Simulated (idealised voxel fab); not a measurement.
This section sets out a process module, namely voxel double patterning.
For reference, the cross-section in this document is cut, with width 235 nm and square cells of 5 nm.
Cross-section layout: square cells on a grid; listed as bands, top to bottom; a band spans one or more cell rows. Band entry format. Leading values: height of top, height of bottom, nm. Remainder: materials in left-to-right order, each with its width in nm. Special words: "full width" on a single material, which then fills the band edge to edge; "empty", empty space. Heights from 0 (as-received wafer is one material below). Bottom band endless downward, as "z 0 and below". You'd read "30->40" like this: the band's top row of cells is as wide as the first number, its bottom row is as wide as the second, and going down, every row changes width by the same amount as the row before did. "changes: none" (step): cross-section cells unchanged, all of them. Any empty space of 8 cells or more lacking an open way to the top shows up in "Listed closed voids" as width x height at distance, distance from the left edge, in nm. Post-settings text on a step line: simulator's own remark regarding the step. overlay nm: step with mask; distance mask lay right of planned place; negative value = left of planned place.

### Process steps foreseen in the plan
1: RECEIVE,material Si
2: CONFORMAL_DEP,material SiO2,thk nm 10
3: DIRECTIONAL_DEP,material W,thk nm 15
4: DIRECTIONAL_DEP,material SiN,thk nm 10
5: DIRECTIONAL_DEP,material aC,thk nm 15
6: PATTERN,tone open,mask id FIRST,material resist,width nm 15,pitch nm 50,thk nm 35,overlay nm 0
7: DIRECTIONAL_ETCH,etch materials aC,depth nm 15
8: STRIP,etch materials resist
9: DIRECTIONAL_ETCH,etch materials SiN,depth nm 10
10: STRIP,etch materials aC
11: PATTERN,tone open,mask id SECOND,material resist,width nm 15,pitch nm 50,thk nm 15,overlay nm 0
12: DIRECTIONAL_ETCH,etch materials SiN,depth nm 10
13: STRIP,etch materials resist
14: DIRECTIONAL_ETCH,etch materials W,depth nm 15
15: STRIP,etch materials SiN

### As-received wafer cross-section (after step 1)
	z 0 and below: Si full width
	Listed closed voids: none

### First of two wafers at the end of the module, shown in cross-section; run carried out as planned
	z 25 to 10: 60 W, 15 empty, 10 W, 15 empty, 10 W, 15 empty, 10 W, 15 empty, 10 W, 15 empty, 60 W
	z 10 to 0: SiO2 full width
	z 0 and below: Si full width
	Listed closed voids: none

### Cross-section, second wafer: same start as the first, same plan as the first, one mistake in running it; taken at the end of the module
	z 25 to 10: 60 W, 15 empty, 5 W, 25 empty, 5 W, 15 empty, 5 W, 25 empty, 5 W, 15 empty, 60 W
	z 10 to 0: SiO2 full width
	z 0 and below: Si full width
	Listed closed voids: none
Short version of what went wrong: so step 11 ended up running with a different setting than we planned, it ran as PATTERN,tone open,mask id SECOND,material resist,width nm 25,pitch nm 50,thk nm 15,overlay nm 0
Materials where the second wafer ends with more or fewer cells than the first: 12 fewer of W
